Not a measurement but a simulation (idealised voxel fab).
Process module, titled voxel capacitor over wiring
In the cross-section labelled cut, the width is 280 nm and each square cell is 5 nm.
Think of the cross-section as a grid of square cells. We describe it in bands, top to bottom, and each band covers one or more rows of those cells.
Quick guide to a band line: top height, bottom height (nm) up front; then every material left to right with its width in nm. Only one material and it's marked "everywhere"? Then it fills the band edge to edge. And "air" just means empty space.
Heights from 0 (as-received wafer is one material below). Bottom band endless downward, as "0 down".
Read "30..40" as a graded width: first number on top, second number at the bottom, same change between each pair of neighbouring rows.
Step note "same as before" = no cross-section cell changed.
Enclosed voids (no open way to top), threshold 8 cells or more, entry "Closed internal voids", notation width x height at distance, distance from left edge, nm.
Whatever follows a step's settings on its line is a remark the simulator itself makes about that step.
Each step line may optionally specify "overlay nm", which for a step with a mask gives the rightward distance between the mask's planned place and where it lay, a negative value indicating the leftward direction.

## These are the steps we planned for the process
1: RECEIVE [material Si]
2: CONFORMAL_DEP [material SiO2] [thk nm 15]
3: DIRECTIONAL_DEP [material TiN] [thk nm 5]
4: DIRECTIONAL_DEP [material W] [thk nm 15]
5: DIRECTIONAL_DEP [material aC] [thk nm 10]
6: PATTERN [tone cover] [mask id METAL_1] [material resist] [width nm 20] [pitch nm 70] [thk nm 30] [overlay nm 0]
7: DIRECTIONAL_ETCH [etch materials aC] [depth nm 10]
8: STRIP [etch materials resist]
9: DIRECTIONAL_ETCH [etch materials W] [depth nm 15]
10: DIRECTIONAL_ETCH [etch materials TiN] [depth nm 5]
11: STRIP [etch materials aC]
12: FILL_DEP [material SiO2] [thk nm 5]
13: CMP [height nm 35]
14: CONFORMAL_DEP [material SiCN] [thk nm 5]
15: DIRECTIONAL_DEP [material SiO2] [thk nm 15]
16: MASKED_ETCH [tone open] [mask id PLUG_1] [width nm 15] [etch materials SiO2] [depth nm 15] [overlay nm 0]
17: MASKED_ETCH [tone open] [mask id PLUG_1] [width nm 15] [etch materials SiCN] [depth nm 5] [overlay nm 0]
18: EPI [material Ru] [thk nm 10]
19: EPI [material Ru] [thk nm 10]
20: DIRECTIONAL_DEP [material TiN] [thk nm 10]
21: DIRECTIONAL_DEP [material SiN] [thk nm 5]
22: DIRECTIONAL_DEP [material TiN] [thk nm 5]
23: PATTERN [tone cover] [mask id UPPER_PLATE] [material resist] [width nm 55] [thk nm 20] [overlay nm 0]
24: DIRECTIONAL_ETCH [etch materials TiN] [depth nm 5]
25: DIRECTIONAL_ETCH [etch materials SiN] [depth nm 5]
26: STRIP [etch materials resist]
27: DIRECTIONAL_DEP [material aC] [thk nm 10]
28: PATTERN [tone cover] [mask id LOWER_PLATE] [material resist] [width nm 65] [thk nm 25] [overlay nm 0]
29: DIRECTIONAL_ETCH [etch materials aC] [depth nm 10]
30: STRIP [etch materials resist]
31: DIRECTIONAL_ETCH [etch materials TiN] [depth nm 10]
32: STRIP [etch materials aC]
33: FILL_DEP [material SiO2] [thk nm 20]
34: CMP [height nm 90]
35: PATTERN [tone open] [mask id PLUG_2] [material resist] [width nm 15] [thk nm 15] [overlay nm 0]
36: DIRECTIONAL_ETCH [etch materials SiO2] [depth nm 15]
37: STRIP [etch materials resist]
38: CONFORMAL_DEP [material TiN] [thk nm 5]
39: FILL_DEP [material W] [thk nm 10]
40: CMP [height nm 90]
41: CONFORMAL_DEP [material SiN] [thk nm 5]

## First of two wafers, with the run carried out as planned

## Received-state cross-section, reflecting completion of step 1
0 down = Si everywhere
Closed internal voids: none

## Wafer xsec, post step 2
15 to 0 = SiO2 everywhere
Unchanged below 0.

## Wafer xsec, post step 3
20 to 15 = TiN everywhere
Unchanged below 15.

## Wafer xsec, post step 4
35 to 20 = W everywhere
Unchanged below 20.

## Wafer xsec, post step 5
45 to 35 = aC everywhere
Unchanged below 35.

## Wafer xsec, post step 6
75 to 45 = air=95, then resist=20, then air=50, then resist=20, then air=95
Unchanged below 45.

## Wafer xsec, post step 7
65 to 45 = air=95, then resist=20, then air=50, then resist=20, then air=95
45 to 35 = air=95, then aC=20, then air=50, then aC=20, then air=95
Unchanged below 35.

## Wafer xsec, post step 8
45 to 35 = air=95, then aC=20, then air=50, then aC=20, then air=95
Unchanged below 35.

## Wafer xsec, post step 9
45 to 35 = air=95, then aC=20, then air=50, then aC=20, then air=95
35 to 20 = air=95, then W=20, then air=50, then W=20, then air=95
Unchanged below 20.

## Wafer xsec, post step 10
45 to 35 = air=95, then aC=20, then air=50, then aC=20, then air=95
35 to 20 = air=95, then W=20, then air=50, then W=20, then air=95
20 to 15 = air=95, then TiN=20, then air=50, then TiN=20, then air=95
Unchanged below 15.

## Wafer xsec, post step 11
35 to 20 = air=95, then W=20, then air=50, then W=20, then air=95
Unchanged below 20.

## Wafer xsec, post step 12
40 to 35 = SiO2 everywhere
35 to 20 = SiO2=95, then W=20, then SiO2=50, then W=20, then SiO2=95
20 to 15 = SiO2=95, then TiN=20, then SiO2=50, then TiN=20, then SiO2=95
Unchanged below 15.

## Wafer xsec, post step 13
35 to 20 = SiO2=95, then W=20, then SiO2=50, then W=20, then SiO2=95
Unchanged below 20.

## Wafer xsec, post step 14
40 to 35 = SiCN everywhere
Unchanged below 35.

## Wafer xsec, post step 15
55 to 40 = SiO2 everywhere
Unchanged below 40.

## Wafer xsec, post step 16
55 to 40 = SiO2=100, then air=15, then SiO2=165
Unchanged below 40.

## Wafer xsec, post step 17
55 to 40 = SiO2=100, then air=15, then SiO2=165
40 to 35 = SiCN=100, then air=15, then SiCN=165
Unchanged below 35.

## Wafer xsec, post step 18
55 to 45 = SiO2=100, then air=15, then SiO2=165
45 to 40 = SiO2=100, then Ru=15, then SiO2=165
40 to 35 = SiCN=100, then Ru=15, then SiCN=165
Unchanged below 35.

## Wafer xsec, post step 19
55 to 40 = SiO2=100, then Ru=15, then SiO2=165
Unchanged below 40.

## Wafer xsec, post step 20
65 to 55 = TiN everywhere
Unchanged below 55.

## Wafer xsec, post step 21
70 to 65 = SiN everywhere
Unchanged below 65.

## Wafer xsec, post step 22
75 to 70 = TiN everywhere
Unchanged below 70.

## Wafer xsec, post step 23
95 to 75 = air=100, then resist=55, then air=125
Unchanged below 75.

## Wafer xsec, post step 24
95 to 75 = air=100, then resist=55, then air=125
75 to 70 = air=100, then TiN=55, then air=125
Unchanged below 70.

## Wafer xsec, post step 25
95 to 75 = air=100, then resist=55, then air=125
75 to 70 = air=100, then TiN=55, then air=125
70 to 65 = air=100, then SiN=55, then air=125
Unchanged below 65.

## Wafer xsec, post step 26
75 to 70 = air=100, then TiN=55, then air=125
Unchanged below 70.

## Wafer xsec, post step 27
85 to 75 = air=100, then aC=55, then air=125
75 to 70 = aC=100, then TiN=55, then aC=125
70 to 65 = aC=100, then SiN=55, then aC=125
Unchanged below 65.

## Wafer xsec, post step 28
110 to 85 = air=95, then resist=65, then air=120
85 to 75 = air=95, then resist=5, then aC=55, then resist=5, then air=120
Unchanged below 75.

## Wafer xsec, post step 29
100 to 85 = air=95, then resist=65, then air=120
85 to 75 = air=95, then resist=5, then aC=55, then resist=5, then air=120
75 to 70 = air=95, then aC=5, then TiN=55, then aC=5, then air=120
70 to 65 = air=95, then aC=5, then SiN=55, then aC=5, then air=120
Unchanged below 65.

## Wafer xsec, post step 30
85 to 75 = air=100, then aC=55, then air=125
Unchanged below 75.

## Wafer xsec, post step 31
85 to 75 = air=100, then aC=55, then air=125
75 to 70 = air=95, then aC=5, then TiN=55, then aC=5, then air=120
70 to 65 = air=95, then aC=5, then SiN=55, then aC=5, then air=120
65 to 55 = air=95, then TiN=65, then air=120
Unchanged below 55.

## Wafer xsec, post step 32
75 to 70 = air=100, then TiN=55, then air=125
70 to 65 = air=100, then SiN=55, then air=125
Unchanged below 65.

## Wafer xsec, post step 33
95 to 75 = SiO2 everywhere
75 to 70 = SiO2=100, then TiN=55, then SiO2=125
70 to 65 = SiO2=100, then SiN=55, then SiO2=125
65 to 55 = SiO2=95, then TiN=65, then SiO2=120
Unchanged below 55.

## Wafer xsec, post step 34
90 to 75 = SiO2 everywhere
Unchanged below 75.

## Wafer xsec, post step 35
105 to 90 = resist=110, then air=15, then resist=155
Unchanged below 90.

## Wafer xsec, post step 36
105 to 90 = resist=110, then air=15, then resist=155
90 to 75 = SiO2=110, then air=15, then SiO2=155
Unchanged below 75.

## Wafer xsec, post step 37
90 to 75 = SiO2=110, then air=15, then SiO2=155
Unchanged below 75.

## Wafer xsec, post step 38
95 to 90 = TiN=115, then air=5, then TiN=160
90 to 80 = SiO2=110, then TiN=5, then air=5, then TiN=5, then SiO2=155
80 to 70 = SiO2=110..100, then TiN=15..55, then SiO2=155..125
Unchanged below 70.

## Wafer xsec, post step 39
105 to 95 = W everywhere
95 to 90 = TiN=115, then W=5, then TiN=160
90 to 80 = SiO2=110, then TiN=5, then W=5, then TiN=5, then SiO2=155
Unchanged below 80.

## Wafer xsec, post step 40
90 to 80 = SiO2=110, then TiN=5, then W=5, then TiN=5, then SiO2=155
Unchanged below 80.

## Wafer xsec, post step 41
95 to 90 = SiN everywhere
Unchanged below 90.

## Second wafer: same start and same plan as the first, one execution error; identical to the first through step 15

## Second wafer, cross-section, planned end of step 16
55 to 40 = air=100, then SiO2=15, then air=165
Unchanged below 40.

Second wafer, cross-section, planned end of step 17: same as before

Second wafer, cross-section, planned end of step 18: same as before

Second wafer, cross-section, planned end of step 19: same as before

## Second wafer, cross-section, planned end of step 20
65 to 55 = air=100, then TiN=15, then air=165
55 to 50 = air=100, then SiO2=15, then air=165
50 to 40 = TiN=100, then SiO2=15, then TiN=165
Unchanged below 40.

## Second wafer, cross-section, planned end of step 21
70 to 65 = air=100, then SiN=15, then air=165
65 to 55 = air=100, then TiN=15, then air=165
55 to 50 = SiN=100, then SiO2=15, then SiN=165
Unchanged below 50.

## Second wafer, cross-section, planned end of step 22
75 to 70 = air=100, then TiN=15, then air=165
70 to 65 = air=100, then SiN=15, then air=165
65 to 60 = air=100, then TiN=15, then air=165
60 to 55 = TiN everywhere
Unchanged below 55.

## Second wafer, cross-section, planned end of step 23
95 to 75 = air=100, then resist=55, then air=125
75 to 70 = air=100, then TiN=15, then resist=40, then air=125
70 to 65 = air=100, then SiN=15, then resist=40, then air=125
65 to 60 = air=100, then TiN=15, then resist=40, then air=125
Unchanged below 60.

## Second wafer, cross-section, planned end of step 24
95 to 75 = air=100, then resist=55, then air=125
75 to 70 = air=100, then TiN=15, then resist=40, then air=125
70 to 65 = air=100, then SiN=15, then resist=40, then air=125
65 to 60 = air=100, then TiN=15, then resist=40, then air=125
60 to 55 = air=100, then TiN=55, then air=125
Unchanged below 55.

## Second wafer, cross-section, planned end of step 25
95 to 75 = air=100, then resist=55, then air=125
75 to 70 = air=100, then TiN=15, then resist=40, then air=125
70 to 65 = air=100, then SiN=15, then resist=40, then air=125
65 to 60 = air=100, then TiN=15, then resist=40, then air=125
60 to 55 = air=100, then TiN=55, then air=125
55 to 50 = air=100, then SiO2=15, then SiN=40, then air=125
Unchanged below 50.

## Second wafer, cross-section, planned end of step 26
75 to 70 = air=100, then TiN=15, then air=165
70 to 65 = air=100, then SiN=15, then air=165
65 to 55 = air=100, then TiN=15..55, then air=165..125
Unchanged below 55.

## Second wafer, cross-section, planned end of step 27
85 to 75 = air=100, then aC=15, then air=165
75 to 70 = air=100, then TiN=15, then air=165
70 to 65 = air=100, then SiN=15, then aC=40, then air=125
65 to 60 = air=100, then TiN=15, then aC=40, then air=125
60 to 55 = aC=100, then TiN=55, then aC=125
55 to 50 = aC=100, then SiO2=15, then SiN=40, then aC=125
Unchanged below 50.

## Second wafer, cross-section, planned end of step 28
110 to 85 = air=95, then resist=65, then air=120
85 to 75 = air=95, then resist=5, then aC=15, then resist=45, then air=120
75 to 70 = air=95, then resist=5, then TiN=15, then resist=45, then air=120
70 to 65 = air=95, then resist=5, then SiN=15, then aC=40, then resist=5, then air=120
65 to 60 = air=95, then resist=5, then TiN=15, then aC=40, then resist=5, then air=120
Unchanged below 60.

## Second wafer, cross-section, planned end of step 29
100 to 85 = air=95, then resist=65, then air=120
85 to 75 = air=95, then resist=5, then aC=15, then resist=45, then air=120
75 to 70 = air=95, then resist=5, then TiN=15, then resist=45, then air=120
70 to 65 = air=95, then resist=5, then SiN=15, then aC=40, then resist=5, then air=120
65 to 60 = air=95, then resist=5, then TiN=15, then aC=40, then resist=5, then air=120
60 to 55 = air=95, then aC=5, then TiN=55, then aC=5, then air=120
55 to 50 = air=95, then aC=5, then SiO2=15, then SiN=40, then aC=5, then air=120
Unchanged below 50.

## Second wafer, cross-section, planned end of step 30
85 to 75 = air=100, then aC=15, then air=165
75 to 70 = air=100, then TiN=15, then air=165
70 to 65 = air=100, then SiN=15, then aC=40, then air=125
65 to 60 = air=100, then TiN=15, then aC=40, then air=125
Unchanged below 60.

## Second wafer, cross-section, planned end of step 31
85 to 75 = air=100, then aC=15, then air=165
75 to 70 = air=100, then TiN=15, then air=165
70 to 65 = air=100, then SiN=15, then aC=40, then air=125
65 to 60 = air=100, then TiN=15, then aC=40, then air=125
60 to 55 = air=95, then aC=5, then TiN=55, then aC=5, then air=120
55 to 50 = air=95, then aC=5, then SiO2=15, then SiN=40, then aC=5, then air=120
50 to 40 = air=95, then TiN=5, then SiO2=15, then TiN=45, then air=120
Unchanged below 40.

## Second wafer, cross-section, planned end of step 32
75 to 70 = air=100, then TiN=15, then air=165
70 to 65 = air=100, then SiN=15, then air=165
65 to 55 = air=100, then TiN=15..55, then air=165..125
55 to 50 = air=100, then SiO2=15, then SiN=40, then air=125
Unchanged below 50.

## Second wafer, cross-section, planned end of step 33
95 to 75 = SiO2 everywhere
75 to 70 = SiO2=100, then TiN=15, then SiO2=165
70 to 65 = SiO2=100, then SiN=15, then SiO2=165
65 to 55 = SiO2=100, then TiN=15..55, then SiO2=165..125
55 to 50 = SiO2=115, then SiN=40, then SiO2=125
50 to 40 = SiO2=95, then TiN=5, then SiO2=15, then TiN=45, then SiO2=120
Unchanged below 40.

## Second wafer, cross-section, planned end of step 34
90 to 75 = SiO2 everywhere
Unchanged below 75.

## Second wafer, cross-section, planned end of step 35
105 to 90 = resist=110, then air=15, then resist=155
Unchanged below 90.

## Second wafer, cross-section, planned end of step 36
105 to 90 = resist=110, then air=15, then resist=155
90 to 75 = SiO2=110, then air=15, then SiO2=155
Unchanged below 75.

## Second wafer, cross-section, planned end of step 37
90 to 75 = SiO2=110, then air=15, then SiO2=155
Unchanged below 75.

## Second wafer, cross-section, planned end of step 38
95 to 90 = TiN=115, then air=5, then TiN=160
90 to 80 = SiO2=110, then TiN=5, then air=5, then TiN=5, then SiO2=155
80 to 70 = SiO2=110..100, then TiN=15, then SiO2=155..165
Unchanged below 70.

## Second wafer, cross-section, planned end of step 39
105 to 95 = W everywhere
95 to 90 = TiN=115, then W=5, then TiN=160
90 to 80 = SiO2=110, then TiN=5, then W=5, then TiN=5, then SiO2=155
Unchanged below 80.

## Second wafer, cross-section, planned end of step 40
90 to 80 = SiO2=110, then TiN=5, then W=5, then TiN=5, then SiO2=155
Unchanged below 80.

## Second wafer, cross-section, planned end of step 41
95 to 90 = SiN everywhere
Unchanged below 90.
Against the plan, the run slipped here: step 16: run off-plan, actual operation and settings MASKED_ETCH [tone cover] [mask id PLUG_1] [width nm 15] [etch materials SiO2] [depth nm 15] [overlay nm 0]
End check, counted in cells, second wafer has more or fewer of these materials than the first: -12 Ru; +3 SiCN; +9 SiO2
